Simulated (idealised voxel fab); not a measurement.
Name of the process module below: voxel self aligned contacts
The cross-section shown here is cut; it is 190 nm wide and divided into square cells measuring 5 nm on a side.
Cross-section, as written here: a square-cell grid given band by band from the top down, where a band holds one or more rows of cells.
Band entry format. Leading values: height of top, height of bottom, nm. Remainder: materials in left-to-right order, each with its width in nm. Special words: "everywhere" on a single material, which then fills the band edge to edge; "air", empty space.
Height is counted from the level 0, under which the received wafer is composed throughout of one material. The lowest of the bands is not closed at the bottom but continues downward, in the notation "0 and below".
So if you see something like "30->40" for the width, read it as the top row of the band sitting at the first number and the bottom row at the second, with every row in between moving by the same amount as the last.
When a step is marked "everything unchanged", none of the cells in the cross-section changed during that step.
Entry "Trapped void list" = empty spaces >= 8 cells with no open way to the top; each as width x height at distance, distance from left edge, all nm.
On each step's line, the part that comes after the settings is the simulator's own comment on the step.
"overlay nm", when on a step's line for a step with a mask, measures how far to the right of its planned place the mask lay; a negative measure means to the left.
## Process steps (planned)
- 1: RECEIVE with material Si
- 2: CONFORMAL_DEP with material SiO2, thk nm 5
- 3: DIRECTIONAL_DEP with material polySi, thk nm 20
- 4: DIRECTIONAL_DEP with material SiN, thk nm 20
- 5: DIRECTIONAL_DEP with material aC, thk nm 15
- 6: PATTERN with tone cover, mask id GATE, material resist, width nm 25, pitch nm 65, thk nm 35, overlay nm 0
- 7: DIRECTIONAL_ETCH with etch materials aC, depth nm 15
- 8: STRIP with etch materials resist
- 9: DIRECTIONAL_ETCH with etch materials SiN, depth nm 20
- 10: DIRECTIONAL_ETCH with etch materials polySi, depth nm 20
- 11: STRIP with etch materials aC
- 12: CONFORMAL_DEP with material SiN, thk nm 10
- 13: DIRECTIONAL_ETCH with etch materials SiN, depth nm 10
- 14: FILL_DEP with material SiO2, thk nm 20
- 15: CMP with height nm 55
- 16: PATTERN with tone open, mask id CONTACT, material resist, width nm 50, pitch nm 65, thk nm 20, overlay nm 0
- 17: DIRECTIONAL_ETCH with etch materials SiO2, depth nm 55
- 18: STRIP with etch materials resist
- 19: CONFORMAL_DEP with material TiN, thk nm 5
- 20: FILL_DEP with material Ru, thk nm 5
- 21: CMP with height nm 55
- 22: CONFORMAL_DEP with material SiCN, thk nm 5
## As-received state of the wafer in cross-section, equivalent to post-step 1
  0 and below: Si everywhere
  Trapped void list: none
## Starting wafer: above. Plan: above. Run: one mistake. Cross-section after the module: below
  60 down to 55: SiCN everywhere
  55 down to 45: SiO2 35 nm, TiN 5->15 nm, Ru 40->20 nm, TiN 5->15 nm, SiO2 15 nm, TiN 5->15 nm, Ru 40->20 nm, TiN 5->15 nm, SiO2 40 nm
  45 down to 25: SiO2 10 nm, SiN 35 nm, TiN 5 nm, Ru 20 nm, TiN 5 nm, SiN 35 nm, TiN 5 nm, Ru 20 nm, TiN 5 nm, SiN 35 nm, SiO2 15 nm
  25 down to 5: SiO2 10 nm, SiN 10 nm, polySi 15 nm, SiN 10 nm, TiN 5 nm, Ru 20 nm, TiN 5 nm, SiN 10 nm, polySi 15 nm, SiN 10 nm, TiN 5 nm, Ru 20 nm, TiN 5 nm, SiN 10 nm, polySi 15 nm, SiN 10 nm, SiO2 15 nm
  5 down to 0: SiO2 45 nm, TiN 30 nm, SiO2 35 nm, TiN 30 nm, SiO2 50 nm
  0 and below: Si everywhere
  Trapped void list: none
Short version of what went wrong: contrary to plan, step 6 was performed as PATTERN with tone cover, mask id GATE, material resist, width nm 15, pitch nm 65, thk nm 35, overlay nm 0
